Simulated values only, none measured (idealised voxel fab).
process module | voxel self aligned vias
cross-section cut | 190 nm wide | cells 5 nm
A cross-section is a grid of square cells, given in bands from the top down. A band is one or more rows of cells.
Each band's line starts with the height of the band's top and of its bottom, in nm. Then come its materials from left to right, each with its width in nm. One material with "throughout" fills the band from edge to edge. "air" is empty space.
Height 0 is the level under which the wafer as received is all one material. The lowest band goes on downwards, as in "0 down".
A width such as "30 to 40" changes by the same amount from each row of cells to the next, from the band's top row to its bottom row.
"no change" after a step means that no cell of the cross-section changed.
closed voids: empty space of 8 cells or more with no open way to the top, each as width x height at its distance from the left edge, in nm
after a step's settings: what the simulator itself notes on the step
overlay nm, on a step with a mask: how far to the right of its planned place the mask lay; to the left if negative
plan
1 op RECEIVE | material Si
2 op CONFORMAL_DEP | material SiO2 | thk nm 15
3 op CONFORMAL_DEP | material SiCN | thk nm 5
4 op DIRECTIONAL_DEP | material lowk | thk nm 25
5 op PATTERN | tone open | mask id LINES | material resist | width nm 30 | pitch nm 55 | thk nm 15 | overlay nm 0
6 op DIRECTIONAL_ETCH | etch materials lowk | depth nm 25
7 op STRIP | etch materials resist
8 op CONFORMAL_DEP | material TiN | thk nm 5
9 op FILL_DEP | material W | thk nm 10
10 op CMP | height nm 45
11 op SELECTIVE_ETCH | etch materials W Ru TiN | depth nm 5
12 op FILL_DEP | material SiN | thk nm 10
13 op CMP | height nm 45
14 op DIRECTIONAL_DEP | material lowk | thk nm 15
15 op MASKED_ETCH | tone open | mask id VIAS | width nm 40 | pitch nm 55 | etch materials lowk | depth nm 15 | overlay nm 0
16 op MASKED_ETCH | tone open | mask id VIAS | width nm 40 | pitch nm 55 | etch materials SiN | depth nm 5 | overlay nm 0
17 op CONFORMAL_DEP | material TiN | thk nm 5
18 op FILL_DEP | material Ru | thk nm 5
19 op CMP | height nm 60
20 op CONFORMAL_DEP | material SiCN | thk nm 5
first wafer, as planned
as received, after step 1
  0 down: Si throughout
  closed voids: none
after step 2
  15 to 0: SiO2 throughout
  below 0: unchanged
after step 3
  20 to 15: SiCN throughout
  below 15: unchanged
after step 4
  45 to 20: lowk throughout
  below 20: unchanged
after step 5
  60 to 45: resist 50 | air 30 | resist 25 | air 30 | resist 55
  below 45: unchanged
after step 6
  60 to 45: resist 50 | air 30 | resist 25 | air 30 | resist 55
  45 to 20: lowk 50 | air 30 | lowk 25 | air 30 | lowk 55
  below 20: unchanged
after step 7
  45 to 20: lowk 50 | air 30 | lowk 25 | air 30 | lowk 55
  below 20: unchanged
after step 8
  50 to 45: TiN 55 | air 20 | TiN 35 | air 20 | TiN 60
  45 to 25: lowk 50 | TiN 5 | air 20 | TiN 5 | lowk 25 | TiN 5 | air 20 | TiN 5 | lowk 55
  25 to 20: lowk 50 | TiN 30 | lowk 25 | TiN 30 | lowk 55
  below 20: unchanged
after step 9
  60 to 50: W throughout
  50 to 45: TiN 55 | W 20 | TiN 35 | W 20 | TiN 60
  45 to 25: lowk 50 | TiN 5 | W 20 | TiN 5 | lowk 25 | TiN 5 | W 20 | TiN 5 | lowk 55
  below 25: unchanged
after step 10
  45 to 25: lowk 50 | TiN 5 | W 20 | TiN 5 | lowk 25 | TiN 5 | W 20 | TiN 5 | lowk 55
  below 25: unchanged
after step 11
  45 to 40: lowk 50 | air 30 | lowk 25 | air 30 | lowk 55
  below 40: unchanged
after step 12
  55 to 45: SiN throughout
  45 to 40: lowk 50 | SiN 30 | lowk 25 | SiN 30 | lowk 55
  below 40: unchanged
after step 13
  45 to 40: lowk 50 | SiN 30 | lowk 25 | SiN 30 | lowk 55
  below 40: unchanged
after step 14
  60 to 45: lowk throughout
  below 45: unchanged
after step 15
  60 to 45: lowk 45 | air 40 | lowk 15 | air 40 | lowk 50
  below 45: unchanged
after step 16
  60 to 45: lowk 45 | air 40 | lowk 15 | air 40 | lowk 50
  45 to 40: lowk 50 | air 30 | lowk 25 | air 30 | lowk 55
  below 40: unchanged
after step 17
  65 to 60: TiN 50 | air 30 | TiN 25 | air 30 | TiN 55
  60 to 50: lowk 45 | TiN 5 | air 30 | TiN 5 | lowk 15 | TiN 5 | air 30 | TiN 5 | lowk 50
  50 to 45: lowk 45 | TiN 10 | air 20 | TiN 10 | lowk 15 | TiN 10 | air 20 | TiN 10 | lowk 50
  45 to 40: lowk 50 | TiN 30 | lowk 25 | TiN 30 | lowk 55
  below 40: unchanged
after step 18
  70 to 65: Ru throughout
  65 to 60: TiN 50 | Ru 30 | TiN 25 | Ru 30 | TiN 55
  60 to 50: lowk 45 | TiN 5 | Ru 30 | TiN 5 | lowk 15 | TiN 5 | Ru 30 | TiN 5 | lowk 50
  50 to 45: lowk 45 | TiN 10 | Ru 20 | TiN 10 | lowk 15 | TiN 10 | Ru 20 | TiN 10 | lowk 50
  below 45: unchanged
after step 19
  60 to 50: lowk 45 | TiN 5 | Ru 30 | TiN 5 | lowk 15 | TiN 5 | Ru 30 | TiN 5 | lowk 50
  below 50: unchanged
after step 20
  65 to 60: SiCN throughout
  below 60: unchanged
second wafer: like start, like plan, one mistake. Through step 15 it matches the first wafer
when step 16 should have ended
  60 to 45: lowk 45 | air 40 | lowk 15 | air 40 | lowk 50
  45 to 40: lowk 50 | air 25 | SiN 5 | lowk 25 | air 25 | SiN 5 | lowk 55
  below 40: unchanged
when step 17 should have ended
  65 to 60: TiN 50 | air 30 | TiN 25 | air 30 | TiN 55
  60 to 50: lowk 45 | TiN 5 | air 30 | TiN 5 | lowk 15 | TiN 5 | air 30 | TiN 5 | lowk 50
  50 to 45: lowk 45 | TiN 10 | air 15 | TiN 15 | lowk 15 | TiN 10 | air 15 | TiN 15 | lowk 50
  45 to 40: lowk 50 | TiN 25 | SiN 5 | lowk 25 | TiN 25 | SiN 5 | lowk 55
  below 40: unchanged
when step 18 should have ended
  70 to 65: Ru throughout
  65 to 60: TiN 50 | Ru 30 | TiN 25 | Ru 30 | TiN 55
  60 to 50: lowk 45 | TiN 5 | Ru 30 | TiN 5 | lowk 15 | TiN 5 | Ru 30 | TiN 5 | lowk 50
  50 to 45: lowk 45 | TiN 10 | Ru 15 | TiN 15 | lowk 15 | TiN 10 | Ru 15 | TiN 15 | lowk 50
  below 45: unchanged
when step 19 should have ended
  60 to 50: lowk 45 | TiN 5 | Ru 30 | TiN 5 | lowk 15 | TiN 5 | Ru 30 | TiN 5 | lowk 50
  below 50: unchanged
when step 20 should have ended
  65 to 60: SiCN throughout
  below 60: unchanged
what went wrong: step 16 ran as: op MASKED_ETCH | tone open | mask id VIAS | width nm 40 | pitch nm 55 | etch materials SiN | depth nm 5 | overlay nm -10
at the end the second wafer has, in cells: 2 fewer of Ru | 2 more of SiN
